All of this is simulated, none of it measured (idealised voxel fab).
This is a process module. Its name is voxel air gaps.
285 nm wide, 5 nm square cells: that's cross-section cut.
The cross-sections in this document take the form of a grid made of square cells. They are written out as bands, in order from top to bottom. Each band consists of one or more rows of cells.
The band entry comprises the height of the band's top followed by the height of its bottom, expressed in nm, and subsequently the band's materials from left to right, each stated together with its width in nm. Where a single material is marked with the word "full width", that material fills the band from edge to edge. The word "empty" represents empty space.
The reference from which all heights are counted is 0, the level beneath which the as-received wafer is entirely one material; the lowest band, having no lower bound, proceeds downward and is written after the example "0 -> down".
Quick explanation for "30 to 40": the width changes in equal steps down the rows of cells, from the first number in the band's top row to the second number in its bottom row.
"remains unaltered" means the step left every cell of the cross-section as it was.
Each empty space that has no open way to the top and spans at least 8 cells appears under "Closed void table" as width x height at distance, the distance counted from the left edge, all in nm.
On a step's line, text after the settings is the simulator commenting on that step.
When a step includes a mask, the "overlay nm" setting on its line states how far to the right of its planned place that mask lay, and negative values state how far to the left.
Note: before/after cross-section pairs follow, one process step per pair, after-side truncated at the lowest changed band, step and settings given beneath. Different runs of this module on the same starting wafer may supply the pairs; a pair continues the one above only where the "State on entry" entry says so.

State on entry
0 -> down | Si full width
Closed void table: none

Step Result
10 -> 0 | SiO2 full width
Everything under 0 stays put, no change at all.
Closed void table: none
Step between the pre-process and post-process cross-sections given above: CONFORMAL_DEP: material SiO2, thk nm 10

State on entry: unchanged from the after cross-section in the pair immediately above; refer to that figure.

Step Result
15 -> 10 | SiCN full width
Everything under 10 stays put, no change at all.
Closed void table: none
Step between the pre-process and post-process cross-sections given above: CONFORMAL_DEP: material SiCN, thk nm 5

State on entry: unchanged from the after cross-section in the pair immediately above; refer to that figure.

Step Result
55 -> 15 | SiO2 full width
Everything under 15 stays put, no change at all.
Closed void table: none
Step between the pre-process and post-process cross-sections given above: DIRECTIONAL_DEP: material SiO2, thk nm 40

State on entry: unchanged from the after cross-section in the pair immediately above; refer to that figure.

Step Result
55 -> 15 | 80 of SiO2 / 25 of empty / 25 of SiO2 / 25 of empty / 25 of SiO2 / 25 of empty / 80 of SiO2
Everything under 15 stays put, no change at all.
Closed void table: none
Step between the pre-process and post-process cross-sections given above: MASKED_ETCH: tone open, mask id LINES, width nm 25, pitch nm 50, etch materials SiO2, depth nm 40, overlay nm 0

State on entry: unchanged from the after cross-section in the pair immediately above; refer to that figure.

Step Result
60 -> 55 | 85 of TiN / 15 of empty / 35 of TiN / 15 of empty / 35 of TiN / 15 of empty / 85 of TiN
55 -> 20 | 80 of SiO2 / 5 of TiN / 15 of empty / 5 of TiN / 25 of SiO2 / 5 of TiN / 15 of empty / 5 of TiN / 25 of SiO2 / 5 of TiN / 15 of empty / 5 of TiN / 80 of SiO2
20 -> 15 | 80 of SiO2 / 25 of TiN / 25 of SiO2 / 25 of TiN / 25 of SiO2 / 25 of TiN / 80 of SiO2
Everything under 15 stays put, no change at all.
Closed void table: none
Step between the pre-process and post-process cross-sections given above: CONFORMAL_DEP: material TiN, thk nm 5

State on entry: unchanged from the after cross-section in the pair immediately above; refer to that figure.

Step Result
70 -> 60 | W full width
60 -> 55 | 85 of TiN / 15 of W / 35 of TiN / 15 of W / 35 of TiN / 15 of W / 85 of TiN
55 -> 20 | 80 of SiO2 / 5 of TiN / 15 of W / 5 of TiN / 25 of SiO2 / 5 of TiN / 15 of W / 5 of TiN / 25 of SiO2 / 5 of TiN / 15 of W / 5 of TiN / 80 of SiO2
Everything under 20 stays put, no change at all.
Closed void table: none
Step between the pre-process and post-process cross-sections given above: FILL_DEP: material W, thk nm 10

State on entry: unchanged from the after cross-section in the pair immediately above; refer to that figure.

Step Result
55 -> 20 | 80 of SiO2 / 5 of TiN / 15 of W / 5 of TiN / 25 of SiO2 / 5 of TiN / 15 of W / 5 of TiN / 25 of SiO2 / 5 of TiN / 15 of W / 5 of TiN / 80 of SiO2
Everything under 20 stays put, no change at all.
Closed void table: none
Step between the pre-process and post-process cross-sections given above: CMP: height nm 55

State on entry: unchanged from the after cross-section in the pair immediately above; refer to that figure.

Step Result
65 -> 55 | 70 of empty / 45 of Ru / 5 of empty / 45 of Ru / 5 of empty / 45 of Ru / 70 of empty
Everything under 55 stays put, no change at all.
Closed void table: none
Step between the pre-process and post-process cross-sections given above: EPI: material Ru, thk nm 10

State on entry: unchanged from the after cross-section in the pair immediately above; refer to that figure.

Step Result
65 -> 55 | 70 of empty / 45 of Ru / 5 of empty / 45 of Ru / 5 of empty / 45 of Ru / 70 of empty
55 -> 20 | 80 of empty / 5 of TiN / 15 of W / 5 of TiN / 25 of empty / 5 of TiN / 15 of W / 5 of TiN / 25 of empty / 5 of TiN / 15 of W / 5 of TiN / 80 of empty
20 -> 15 | 80 of empty / 25 of TiN / 25 of empty / 25 of TiN / 25 of empty / 25 of TiN / 80 of empty
Everything under 15 stays put, no change at all.
Closed void table: none
Step between the pre-process and post-process cross-sections given above: SELECTIVE_ETCH: etch materials SiO2, depth nm 50

State on entry: unchanged from the after cross-section in the pair immediately above; refer to that figure.

Step Result
70 -> 65 | 65 of empty / 155 of SiCN / 65 of empty
65 -> 55 | 65 of empty / 5 of SiCN / 45 of Ru / 5 of SiCN / 45 of Ru / 5 of SiCN / 45 of Ru / 5 of SiCN / 65 of empty
55 -> 50 | 65 of empty / 15 of SiCN / 5 of TiN / 15 of W / 5 of TiN / 25 of SiCN / 5 of TiN / 15 of W / 5 of TiN / 25 of SiCN / 5 of TiN / 15 of W / 5 of TiN / 15 of SiCN / 65 of empty
50 -> 20 | 75 of empty / 5 of SiCN / 5 of TiN / 15 of W / 5 of TiN / 5 of SiCN / 15 of empty / 5 of SiCN / 5 of TiN / 15 of W / 5 of TiN / 5 of SiCN / 15 of empty / 5 of SiCN / 5 of TiN / 15 of W / 5 of TiN / 5 of SiCN / 75 of empty
20 -> 15 | 80 of SiCN / 25 of TiN / 25 of SiCN / 25 of TiN / 25 of SiCN / 25 of TiN / 80 of SiCN
Everything under 15 stays put, no change at all.
Closed void table: 15 x 30 at 110; 15 x 30 at 160
Step between the pre-process and post-process cross-sections given above: CONFORMAL_DEP: material SiCN, thk nm 5

State on entry
10 -> 0 | SiO2 full width
0 -> down | Si full width
Closed void table: none

Step Result
50 -> 0 | SiO2 full width
Everything under 0 stays put, no change at all.
Closed void table: none
Step between the pre-process and post-process cross-sections given above: DIRECTIONAL_DEP: material SiO2, thk nm 40

State on entry: unchanged from the after cross-section in the pair immediately above; refer to that figure.

Step Result
50 -> 10 | 80 of SiO2 / 25 of empty / 25 of SiO2 / 25 of empty / 25 of SiO2 / 25 of empty / 80 of SiO2
Everything under 10 stays put, no change at all.
Closed void table: none
Step between the pre-process and post-process cross-sections given above: MASKED_ETCH: tone open, mask id LINES, width nm 25, pitch nm 50, etch materials SiO2, depth nm 40, overlay nm 0

State on entry: unchanged from the after cross-section in the pair immediately above; refer to that figure.

Step Result
55 -> 50 | 85 of TiN / 15 of empty / 35 of TiN / 15 of empty / 35 of TiN / 15 of empty / 85 of TiN
50 -> 15 | 80 of SiO2 / 5 of TiN / 15 of empty / 5 of TiN / 25 of SiO2 / 5 of TiN / 15 of empty / 5 of TiN / 25 of SiO2 / 5 of TiN / 15 of empty / 5 of TiN / 80 of SiO2
15 -> 10 | 80 of SiO2 / 25 of TiN / 25 of SiO2 / 25 of TiN / 25 of SiO2 / 25 of TiN / 80 of SiO2
Everything under 10 stays put, no change at all.
Closed void table: none
Step between the pre-process and post-process cross-sections given above: CONFORMAL_DEP: material TiN, thk nm 5

State on entry: unchanged from the after cross-section in the pair immediately above; refer to that figure.

Step Result
65 -> 55 | W full width
55 -> 50 | 85 of TiN / 15 of W / 35 of TiN / 15 of W / 35 of TiN / 15 of W / 85 of TiN
50 -> 15 | 80 of SiO2 / 5 of TiN / 15 of W / 5 of TiN / 25 of SiO2 / 5 of TiN / 15 of W / 5 of TiN / 25 of SiO2 / 5 of TiN / 15 of W / 5 of TiN / 80 of SiO2
Everything under 15 stays put, no change at all.
Closed void table: none
Step between the pre-process and post-process cross-sections given above: FILL_DEP: material W, thk nm 10

State on entry: unchanged from the after cross-section in the pair immediately above; refer to that figure.

Step Result
55 -> 50 | 85 of TiN / 15 of W / 35 of TiN / 15 of W / 35 of TiN / 15 of W / 85 of TiN
Everything under 50 stays put, no change at all.
Closed void table: none
Step between the pre-process and post-process cross-sections given above: CMP: height nm 55

State on entry: unchanged from the after cross-section in the pair immediately above; refer to that figure.

Step Result
65 -> 55 | Ru full width
Everything under 55 stays put, no change at all.
Closed void table: none
Step between the pre-process and post-process cross-sections given above: EPI: material Ru, thk nm 10

State on entry: unchanged from the after cross-section in the pair immediately above; refer to that figure.

Step Result
70 -> 65 | SiCN full width
Everything under 65 stays put, no change at all.
Closed void table: none
Step between the pre-process and post-process cross-sections given above: CONFORMAL_DEP: material SiCN, thk nm 5

State on entry
65 -> 55 | 70 of empty / 45 of Ru / 5 of empty / 45 of Ru / 5 of empty / 45 of Ru / 70 of empty
55 -> 20 | 80 of SiO2 / 5 of TiN / 15 of W / 5 of TiN / 25 of SiO2 / 5 of TiN / 15 of W / 5 of TiN / 25 of SiO2 / 5 of TiN / 15 of W / 5 of TiN / 80 of SiO2
20 -> 15 | 80 of SiO2 / 25 of TiN / 25 of SiO2 / 25 of TiN / 25 of SiO2 / 25 of TiN / 80 of SiO2
15 -> 10 | SiCN full width
10 -> 0 | SiO2 full width
0 -> down | Si full width
Closed void table: none

Step Result
75 -> 55 | 60 of empty / 165 of Ru / 60 of empty
Everything under 55 stays put, no change at all.
Closed void table: none
Step between the pre-process and post-process cross-sections given above: EPI: material Ru, thk nm 10

State on entry: unchanged from the after cross-section in the pair immediately above; refer to that figure.

Step Result
75 -> 55 | 60 of empty / 165 of Ru / 60 of empty
55 -> 20 | 80 of empty / 5 of TiN / 15 of W / 5 of TiN / 25 of SiO2 / 5 of TiN / 15 of W / 5 of TiN / 25 of SiO2 / 5 of TiN / 15 of W / 5 of TiN / 80 of empty
20 -> 15 | 80 of empty / 25 of TiN / 25 of SiO2 / 25 of TiN / 25 of SiO2 / 25 of TiN / 80 of empty
Everything under 15 stays put, no change at all.
Closed void table: none
Step between the pre-process and post-process cross-sections given above: SELECTIVE_ETCH: etch materials SiO2, depth nm 50

State on entry: unchanged from the after cross-section in the pair immediately above; refer to that figure.

Step Result
80 -> 75 | 55 of empty / 175 of SiCN / 55 of empty
75 -> 55 | 55 of empty / 5 of SiCN / 165 of Ru / 5 of SiCN / 55 of empty
55 -> 50 | 55 of empty / 25 of SiCN / 5 of TiN / 15 of W / 5 of TiN / 25 of SiO2 / 5 of TiN / 15 of W / 5 of TiN / 25 of SiO2 / 5 of TiN / 15 of W / 5 of TiN / 25 of SiCN / 55 of empty
50 -> 20 | 75 of empty / 5 of SiCN / 5 of TiN / 15 of W / 5 of TiN / 25 of SiO2 / 5 of TiN / 15 of W / 5 of TiN / 25 of SiO2 / 5 of TiN / 15 of W / 5 of TiN / 5 of SiCN / 75 of empty
20 -> 15 | 80 of SiCN / 25 of TiN / 25 of SiO2 / 25 of TiN / 25 of SiO2 / 25 of TiN / 80 of SiCN
Everything under 15 stays put, no change at all.
Closed void table: none
Step between the pre-process and post-process cross-sections given above: CONFORMAL_DEP: material SiCN, thk nm 5

State on entry
0 -> down | Si full width
Closed void table: none

Step Result
5 -> 0 | SiCN full width
Everything under 0 stays put, no change at all.
Closed void table: none
Step between the pre-process and post-process cross-sections given above: CONFORMAL_DEP: material SiCN, thk nm 5

State on entry: unchanged from the after cross-section in the pair immediately above; refer to that figure.

Step Result
15 -> 5 | SiO2 full width
Everything under 5 stays put, no change at all.
Closed void table: none
Step between the pre-process and post-process cross-sections given above: CONFORMAL_DEP: material SiO2, thk nm 10

State on entry: unchanged from the after cross-section in the pair immediately above; refer to that figure.

Step Result
55 -> 5 | SiO2 full width
Everything under 5 stays put, no change at all.
Closed void table: none
Step between the pre-process and post-process cross-sections given above: DIRECTIONAL_DEP: material SiO2, thk nm 40

State on entry: unchanged from the after cross-section in the pair immediately above; refer to that figure.

Step Result
55 -> 15 | 80 of SiO2 / 25 of empty / 25 of SiO2 / 25 of empty / 25 of SiO2 / 25 of empty / 80 of SiO2
Everything under 15 stays put, no change at all.
Closed void table: none
Step between the pre-process and post-process cross-sections given above: MASKED_ETCH: tone open, mask id LINES, width nm 25, pitch nm 50, etch materials SiO2, depth nm 40, overlay nm 0

State on entry: unchanged from the after cross-section in the pair immediately above; refer to that figure.

Step Result
60 -> 55 | 85 of TiN / 15 of empty / 35 of TiN / 15 of empty / 35 of TiN / 15 of empty / 85 of TiN
55 -> 20 | 80 of SiO2 / 5 of TiN / 15 of empty / 5 of TiN / 25 of SiO2 / 5 of TiN / 15 of empty / 5 of TiN / 25 of SiO2 / 5 of TiN / 15 of empty / 5 of TiN / 80 of SiO2
20 -> 15 | 80 of SiO2 / 25 of TiN / 25 of SiO2 / 25 of TiN / 25 of SiO2 / 25 of TiN / 80 of SiO2
Everything under 15 stays put, no change at all.
Closed void table: none
Step between the pre-process and post-process cross-sections given above: CONFORMAL_DEP: material TiN, thk nm 5

State on entry: unchanged from the after cross-section in the pair immediately above; refer to that figure.

Step Result
70 -> 60 | W full width
60 -> 55 | 85 of TiN / 15 of W / 35 of TiN / 15 of W / 35 of TiN / 15 of W / 85 of TiN
55 -> 20 | 80 of SiO2 / 5 of TiN / 15 of W / 5 of TiN / 25 of SiO2 / 5 of TiN / 15 of W / 5 of TiN / 25 of SiO2 / 5 of TiN / 15 of W / 5 of TiN / 80 of SiO2
Everything under 20 stays put, no change at all.
Closed void table: none
Step between the pre-process and post-process cross-sections given above: FILL_DEP: material W, thk nm 10

State on entry: unchanged from the after cross-section in the pair immediately above; refer to that figure.

Step Result
55 -> 20 | 80 of SiO2 / 5 of TiN / 15 of W / 5 of TiN / 25 of SiO2 / 5 of TiN / 15 of W / 5 of TiN / 25 of SiO2 / 5 of TiN / 15 of W / 5 of TiN / 80 of SiO2
Everything under 20 stays put, no change at all.
Closed void table: none
Step between the pre-process and post-process cross-sections given above: CMP: height nm 55

State on entry: unchanged from the after cross-section in the pair immediately above; refer to that figure.

Step Result
65 -> 55 | 70 of empty / 45 of Ru / 5 of empty / 45 of Ru / 5 of empty / 45 of Ru / 70 of empty
Everything under 55 stays put, no change at all.
Closed void table: none
Step between the pre-process and post-process cross-sections given above: EPI: material Ru, thk nm 10

State on entry: unchanged from the after cross-section in the pair immediately above; refer to that figure.

Step Result
65 -> 55 | 70 of empty / 45 of Ru / 5 of empty / 45 of Ru / 5 of empty / 45 of Ru / 70 of empty
55 -> 20 | 80 of empty / 5 of TiN / 15 of W / 5 of TiN / 25 of empty / 5 of TiN / 15 of W / 5 of TiN / 25 of empty / 5 of TiN / 15 of W / 5 of TiN / 80 of empty
20 -> 15 | 80 of empty / 25 of TiN / 25 of empty / 25 of TiN / 25 of empty / 25 of TiN / 80 of empty
15 -> 5 | 90 of empty / 5 of SiO2 / 45 of empty / 5 of SiO2 / 45 of empty / 5 of SiO2 / 90 of empty
Everything under 5 stays put, no change at all.
Closed void table: none
Step between the pre-process and post-process cross-sections given above: SELECTIVE_ETCH: etch materials SiO2, depth nm 50

State on entry: unchanged from the after cross-section in the pair immediately above; refer to that figure.

Step Result
70 -> 65 | 65 of empty / 155 of SiCN / 65 of empty
65 -> 55 | 65 of empty / 5 of SiCN / 45 of Ru / 5 of SiCN / 45 of Ru / 5 of SiCN / 45 of Ru / 5 of SiCN / 65 of empty
55 -> 50 | 65 of empty / 15 of SiCN / 5 of TiN / 15 of W / 5 of TiN / 25 of SiCN / 5 of TiN / 15 of W / 5 of TiN / 25 of SiCN / 5 of TiN / 15 of W / 5 of TiN / 15 of SiCN / 65 of empty
50 -> 20 | 75 of empty / 5 of SiCN / 5 of TiN / 15 of W / 5 of TiN / 5 of SiCN / 15 of empty / 5 of SiCN / 5 of TiN / 15 of W / 5 of TiN / 5 of SiCN / 15 of empty / 5 of SiCN / 5 of TiN / 15 of W / 5 of TiN / 5 of SiCN / 75 of empty
20 -> 15 | 75 of empty / 5 of SiCN / 25 of TiN / 5 of SiCN / 15 of empty / 5 of SiCN / 25 of TiN / 5 of SiCN / 15 of empty / 5 of SiCN / 25 of TiN / 5 of SiCN / 75 of empty
15 -> 10 | 75 of empty / 15 of SiCN / 5 of SiO2 / 15 of SiCN / 15 of empty / 15 of SiCN / 5 of SiO2 / 15 of SiCN / 15 of empty / 15 of SiCN / 5 of SiO2 / 15 of SiCN / 75 of empty
10 -> 5 | 90 of SiCN / 5 of SiO2 / 45 of SiCN / 5 of SiO2 / 45 of SiCN / 5 of SiO2 / 90 of SiCN
Everything under 5 stays put, no change at all.
Closed void table: 15 x 40 at 110; 15 x 40 at 160
Step between the pre-process and post-process cross-sections given above: CONFORMAL_DEP: material SiCN, thk nm 5

State on entry
0 -> down | Si full width
Closed void table: none

Step Result
15 -> 0 | SiO2 full width
Everything under 0 stays put, no change at all.
Closed void table: none
Step between the pre-process and post-process cross-sections given above: CONFORMAL_DEP: material SiO2, thk nm 15

State on entry: unchanged from the after cross-section in the pair immediately above; refer to that figure.

Step Result
20 -> 15 | SiCN full width
Everything under 15 stays put, no change at all.
Closed void table: none
Step between the pre-process and post-process cross-sections given above: CONFORMAL_DEP: material SiCN, thk nm 5

State on entry: unchanged from the after cross-section in the pair immediately above; refer to that figure.

Step Result
60 -> 20 | SiO2 full width
Everything under 20 stays put, no change at all.
Closed void table: none
Step between the pre-process and post-process cross-sections given above: DIRECTIONAL_DEP: material SiO2, thk nm 40

State on entry: unchanged from the after cross-section in the pair immediately above; refer to that figure.

Step Result
60 -> 20 | 80 of SiO2 / 25 of empty / 25 of SiO2 / 25 of empty / 25 of SiO2 / 25 of empty / 80 of SiO2
Everything under 20 stays put, no change at all.
Closed void table: none
Step between the pre-process and post-process cross-sections given above: MASKED_ETCH: tone open, mask id LINES, width nm 25, pitch nm 50, etch materials SiO2, depth nm 40, overlay nm 0

State on entry: unchanged from the after cross-section in the pair immediately above; refer to that figure.

Step Result
65 -> 60 | 85 of TiN / 15 of empty / 35 of TiN / 15 of empty / 35 of TiN / 15 of empty / 85 of TiN
60 -> 25 | 80 of SiO2 / 5 of TiN / 15 of empty / 5 of TiN / 25 of SiO2 / 5 of TiN / 15 of empty / 5 of TiN / 25 of SiO2 / 5 of TiN / 15 of empty / 5 of TiN / 80 of SiO2
25 -> 20 | 80 of SiO2 / 25 of TiN / 25 of SiO2 / 25 of TiN / 25 of SiO2 / 25 of TiN / 80 of SiO2
Everything under 20 stays put, no change at all.
Closed void table: none
Step between the pre-process and post-process cross-sections given above: CONFORMAL_DEP: material TiN, thk nm 5

State on entry: unchanged from the after cross-section in the pair immediately above; refer to that figure.

Step Result
75 -> 65 | W full width
65 -> 60 | 85 of TiN / 15 of W / 35 of TiN / 15 of W / 35 of TiN / 15 of W / 85 of TiN
60 -> 25 | 80 of SiO2 / 5 of TiN / 15 of W / 5 of TiN / 25 of SiO2 / 5 of TiN / 15 of W / 5 of TiN / 25 of SiO2 / 5 of TiN / 15 of W / 5 of TiN / 80 of SiO2
Everything under 25 stays put, no change at all.
Closed void table: none
Step between the pre-process and post-process cross-sections given above: FILL_DEP: material W, thk nm 10

State on entry: unchanged from the after cross-section in the pair immediately above; refer to that figure.

Step Result
55 -> 25 | 80 of SiO2 / 5 of TiN / 15 of W / 5 of TiN / 25 of SiO2 / 5 of TiN / 15 of W / 5 of TiN / 25 of SiO2 / 5 of TiN / 15 of W / 5 of TiN / 80 of SiO2
Everything under 25 stays put, no change at all.
Closed void table: none
Step between the pre-process and post-process cross-sections given above: CMP: height nm 55

State on entry: unchanged from the after cross-section in the pair immediately above; refer to that figure.

Step Result
65 -> 55 | 70 of empty / 45 of Ru / 5 of empty / 45 of Ru / 5 of empty / 45 of Ru / 70 of empty
Everything under 55 stays put, no change at all.
Closed void table: none
Step between the pre-process and post-process cross-sections given above: EPI: material Ru, thk nm 10

State on entry: unchanged from the after cross-section in the pair immediately above; refer to that figure.

Step Result
65 -> 55 | 70 of empty / 45 of Ru / 5 of empty / 45 of Ru / 5 of empty / 45 of Ru / 70 of empty
55 -> 25 | 80 of empty / 5 of TiN / 15 of W / 5 of TiN / 25 of empty / 5 of TiN / 15 of W / 5 of TiN / 25 of empty / 5 of TiN / 15 of W / 5 of TiN / 80 of empty
25 -> 20 | 80 of empty / 25 of TiN / 25 of empty / 25 of TiN / 25 of empty / 25 of TiN / 80 of empty
Everything under 20 stays put, no change at all.
Closed void table: none
Step between the pre-process and post-process cross-sections given above: SELECTIVE_ETCH: etch materials SiO2, depth nm 50

State on entry: unchanged from the after cross-section in the pair immediately above; refer to that figure.

Step Result
70 -> 65 | 65 of empty / 155 of SiCN / 65 of empty
65 -> 55 | 65 of empty / 5 of SiCN / 45 of Ru / 5 of SiCN / 45 of Ru / 5 of SiCN / 45 of Ru / 5 of SiCN / 65 of empty
55 -> 50 | 65 of empty / 15 of SiCN / 5 of TiN / 15 of W / 5 of TiN / 25 of SiCN / 5 of TiN / 15 of W / 5 of TiN / 25 of SiCN / 5 of TiN / 15 of W / 5 of TiN / 15 of SiCN / 65 of empty
50 -> 25 | 75 of empty / 5 of SiCN / 5 of TiN / 15 of W / 5 of TiN / 5 of SiCN / 15 of empty / 5 of SiCN / 5 of TiN / 15 of W / 5 of TiN / 5 of SiCN / 15 of empty / 5 of SiCN / 5 of TiN / 15 of W / 5 of TiN / 5 of SiCN / 75 of empty
25 -> 20 | 80 of SiCN / 25 of TiN / 25 of SiCN / 25 of TiN / 25 of SiCN / 25 of TiN / 80 of SiCN
Everything under 20 stays put, no change at all.
Closed void table: 15 x 25 at 110; 15 x 25 at 160
Step between the pre-process and post-process cross-sections given above: CONFORMAL_DEP: material SiCN, thk nm 5

State on entry
55 -> 15 | SiO2 full width
15 -> 10 | SiCN full width
10 -> 0 | SiO2 full width
0 -> down | Si full width
Closed void table: none

Step Result
55 -> 15 | 85 of SiO2 / 15 of empty / 35 of SiO2 / 15 of empty / 35 of SiO2 / 15 of empty / 85 of SiO2
Everything under 15 stays put, no change at all.
Closed void table: none
Step between the pre-process and post-process cross-sections given above: MASKED_ETCH: tone open, mask id LINES, width nm 15, pitch nm 50, etch materials SiO2, depth nm 40, overlay nm 0

State on entry: unchanged from the after cross-section in the pair immediately above; refer to that figure.

Step Result
60 -> 55 | 90 of TiN / 5 of empty / 45 of TiN / 5 of empty / 45 of TiN / 5 of empty / 90 of TiN
55 -> 20 | 85 of SiO2 / 5 of TiN / 5 of empty / 5 of TiN / 35 of SiO2 / 5 of TiN / 5 of empty / 5 of TiN / 35 of SiO2 / 5 of TiN / 5 of empty / 5 of TiN / 85 of SiO2
20 -> 15 | 85 of SiO2 / 15 of TiN / 35 of SiO2 / 15 of TiN / 35 of SiO2 / 15 of TiN / 85 of SiO2
Everything under 15 stays put, no change at all.
Closed void table: none
Step between the pre-process and post-process cross-sections given above: CONFORMAL_DEP: material TiN, thk nm 5

State on entry: unchanged from the after cross-section in the pair immediately above; refer to that figure.

Step Result
70 -> 60 | W full width
60 -> 55 | 90 of TiN / 5 of W / 45 of TiN / 5 of W / 45 of TiN / 5 of W / 90 of TiN
55 -> 20 | 85 of SiO2 / 5 of TiN / 5 of W / 5 of TiN / 35 of SiO2 / 5 of TiN / 5 of W / 5 of TiN / 35 of SiO2 / 5 of TiN / 5 of W / 5 of TiN / 85 of SiO2
Everything under 20 stays put, no change at all.
Closed void table: none
Step between the pre-process and post-process cross-sections given above: FILL_DEP: material W, thk nm 10

State on entry: unchanged from the after cross-section in the pair immediately above; refer to that figure.

Step Result
55 -> 20 | 85 of SiO2 / 5 of TiN / 5 of W / 5 of TiN / 35 of SiO2 / 5 of TiN / 5 of W / 5 of TiN / 35 of SiO2 / 5 of TiN / 5 of W / 5 of TiN / 85 of SiO2
Everything under 20 stays put, no change at all.
Closed void table: none
Step between the pre-process and post-process cross-sections given above: CMP: height nm 55

State on entry: unchanged from the after cross-section in the pair immediately above; refer to that figure.

Step Result
65 -> 55 | 75 of empty / 35 of Ru / 15 of empty / 35 of Ru / 15 of empty / 35 of Ru / 75 of empty
Everything under 55 stays put, no change at all.
Closed void table: none
Step between the pre-process and post-process cross-sections given above: EPI: material Ru, thk nm 10

State on entry: unchanged from the after cross-section in the pair immediately above; refer to that figure.

Step Result
65 -> 55 | 75 of empty / 35 of Ru / 15 of empty / 35 of Ru / 15 of empty / 35 of Ru / 75 of empty
55 -> 20 | 85 of empty / 5 of TiN / 5 of W / 5 of TiN / 35 of empty / 5 of TiN / 5 of W / 5 of TiN / 35 of empty / 5 of TiN / 5 of W / 5 of TiN / 85 of empty
20 -> 15 | 85 of empty / 15 of TiN / 35 of empty / 15 of TiN / 35 of empty / 15 of TiN / 85 of empty
Everything under 15 stays put, no change at all.
Closed void table: none
Step between the pre-process and post-process cross-sections given above: SELECTIVE_ETCH: etch materials SiO2, depth nm 50

State on entry: unchanged from the after cross-section in the pair immediately above; refer to that figure.

Step Result
70 -> 65 | 70 of empty / 45 of SiCN / 5 of empty / 45 of SiCN / 5 of empty / 45 of SiCN / 70 of empty
65 -> 55 | 70 of empty / 5 of SiCN / 35 of Ru / 5 of SiCN / 5 of empty / 5 of SiCN / 35 of Ru / 5 of SiCN / 5 of empty / 5 of SiCN / 35 of Ru / 5 of SiCN / 70 of empty
55 -> 50 | 70 of empty / 15 of SiCN / 5 of TiN / 5 of W / 5 of TiN / 15 of SiCN / 5 of empty / 15 of SiCN / 5 of TiN / 5 of W / 5 of TiN / 15 of SiCN / 5 of empty / 15 of SiCN / 5 of TiN / 5 of W / 5 of TiN / 15 of SiCN / 70 of empty
50 -> 20 | 80 of empty / 5 of SiCN / 5 of TiN / 5 of W / 5 of TiN / 5 of SiCN / 25 of empty / 5 of SiCN / 5 of TiN / 5 of W / 5 of TiN / 5 of SiCN / 25 of empty / 5 of SiCN / 5 of TiN / 5 of W / 5 of TiN / 5 of SiCN / 80 of empty
20 -> 15 | 85 of SiCN / 15 of TiN / 35 of SiCN / 15 of TiN / 35 of SiCN / 15 of TiN / 85 of SiCN
Everything under 15 stays put, no change at all.
Closed void table: none
Step between the pre-process and post-process cross-sections given above: CONFORMAL_DEP: material SiCN, thk nm 5

State on entry
55 -> 15 | SiO2 full width
15 -> 10 | SiCN full width
10 -> 0 | SiO2 full width
0 -> down | Si full width
Closed void table: none

Step Result
55 -> 15 | 70 of SiO2 / 25 of empty / 25 of SiO2 / 25 of empty / 25 of SiO2 / 25 of empty / 90 of SiO2
Everything under 15 stays put, no change at all.
Closed void table: none
Step between the pre-process and post-process cross-sections given above: MASKED_ETCH: tone open, mask id LINES, width nm 25, pitch nm 50, etch materials SiO2, depth nm 40, overlay nm -10

State on entry: unchanged from the after cross-section in the pair immediately above; refer to that figure.

Step Result
60 -> 55 | 75 of TiN / 15 of empty / 35 of TiN / 15 of empty / 35 of TiN / 15 of empty / 95 of TiN
55 -> 20 | 70 of SiO2 / 5 of TiN / 15 of empty / 5 of TiN / 25 of SiO2 / 5 of TiN / 15 of empty / 5 of TiN / 25 of SiO2 / 5 of TiN / 15 of empty / 5 of TiN / 90 of SiO2
20 -> 15 | 70 of SiO2 / 25 of TiN / 25 of SiO2 / 25 of TiN / 25 of SiO2 / 25 of TiN / 90 of SiO2
Everything under 15 stays put, no change at all.
Closed void table: none
Step between the pre-process and post-process cross-sections given above: CONFORMAL_DEP: material TiN, thk nm 5

State on entry: unchanged from the after cross-section in the pair immediately above; refer to that figure.

Step Result
70 -> 60 | W full width
60 -> 55 | 75 of TiN / 15 of W / 35 of TiN / 15 of W / 35 of TiN / 15 of W / 95 of TiN
55 -> 20 | 70 of SiO2 / 5 of TiN / 15 of W / 5 of TiN / 25 of SiO2 / 5 of TiN / 15 of W / 5 of TiN / 25 of SiO2 / 5 of TiN / 15 of W / 5 of TiN / 90 of SiO2
Everything under 20 stays put, no change at all.
Closed void table: none
Step between the pre-process and post-process cross-sections given above: FILL_DEP: material W, thk nm 10

State on entry: unchanged from the after cross-section in the pair immediately above; refer to that figure.

Step Result
55 -> 20 | 70 of SiO2 / 5 of TiN / 15 of W / 5 of TiN / 25 of SiO2 / 5 of TiN / 15 of W / 5 of TiN / 25 of SiO2 / 5 of TiN / 15 of W / 5 of TiN / 90 of SiO2
Everything under 20 stays put, no change at all.
Closed void table: none
Step between the pre-process and post-process cross-sections given above: CMP: height nm 55

State on entry: unchanged from the after cross-section in the pair immediately above; refer to that figure.

Step Result
65 -> 55 | 60 of empty / 45 of Ru / 5 of empty / 45 of Ru / 5 of empty / 45 of Ru / 80 of empty
Everything under 55 stays put, no change at all.
Closed void table: none
Step between the pre-process and post-process cross-sections given above: EPI: material Ru, thk nm 10

State on entry: unchanged from the after cross-section in the pair immediately above; refer to that figure.

Step Result
65 -> 55 | 60 of empty / 45 of Ru / 5 of empty / 45 of Ru / 5 of empty / 45 of Ru / 80 of empty
55 -> 20 | 70 of empty / 5 of TiN / 15 of W / 5 of TiN / 25 of empty / 5 of TiN / 15 of W / 5 of TiN / 25 of empty / 5 of TiN / 15 of W / 5 of TiN / 90 of empty
20 -> 15 | 70 of empty / 25 of TiN / 25 of empty / 25 of TiN / 25 of empty / 25 of TiN / 90 of empty
Everything under 15 stays put, no change at all.
Closed void table: none
Step between the pre-process and post-process cross-sections given above: SELECTIVE_ETCH: etch materials SiO2, depth nm 50
